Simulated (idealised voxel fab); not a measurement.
process module | voxel double patterning
cross-section cut | 200 nm wide | cells 5 nm
A cross-section is a grid of square cells, given in bands from the top down. A band is one or more rows of cells.
Each band's line starts with the height of the band's top and of its bottom, in nm. Then come its materials from left to right, each with its width in nm. One material with "throughout" fills the band from edge to edge. "air" is empty space.
Height 0 is the level under which the wafer as received is all one material. The lowest band goes on downwards, as in "0 down".
A width such as "30 to 40" changes by the same amount from each row of cells to the next, from the band's top row to its bottom row.
"no change" after a step means that no cell of the cross-section changed.
closed voids: empty space of 8 cells or more with no open way to the top, each as width x height at its distance from the left edge, in nm
after a step's settings: what the simulator itself notes on the step
overlay nm, on a step with a mask: how far to the right of its planned place the mask lay; to the left if negative
plan
1 op RECEIVE | material Si
2 op CONFORMAL_DEP | material SiO2 | thk nm 5
3 op DIRECTIONAL_DEP | material W | thk nm 10
4 op DIRECTIONAL_DEP | material SiCN | thk nm 10
5 op DIRECTIONAL_DEP | material aC | thk nm 15
6 op PATTERN | tone open | mask id FIRST | material resist | width nm 15 | pitch nm 50 | thk nm 30 | overlay nm 0
7 op DIRECTIONAL_ETCH | etch materials aC | depth nm 15
8 op STRIP | etch materials resist
9 op DIRECTIONAL_ETCH | etch materials SiCN | depth nm 10
10 op STRIP | etch materials aC
11 op PATTERN | tone open | mask id SECOND | material resist | width nm 15 | thk nm 15 | overlay nm 0
12 op DIRECTIONAL_ETCH | etch materials SiCN | depth nm 10
13 op STRIP | etch materials resist
14 op DIRECTIONAL_ETCH | etch materials W | depth nm 10
15 op STRIP | etch materials SiCN
as received, after step 1
  0 down: Si throughout
  closed voids: none
a wafer at the end: this start, this plan, one mistake
  15 to 5: air 65 | W 15 | air 35 | W 15 | air 70
  5 to 0: SiO2 throughout
  0 down: Si throughout
  closed voids: none
what went wrong: step 6 ran as: op PATTERN | tone cover | mask id FIRST | material resist | width nm 15 | pitch nm 50 | thk nm 30 | overlay nm 0
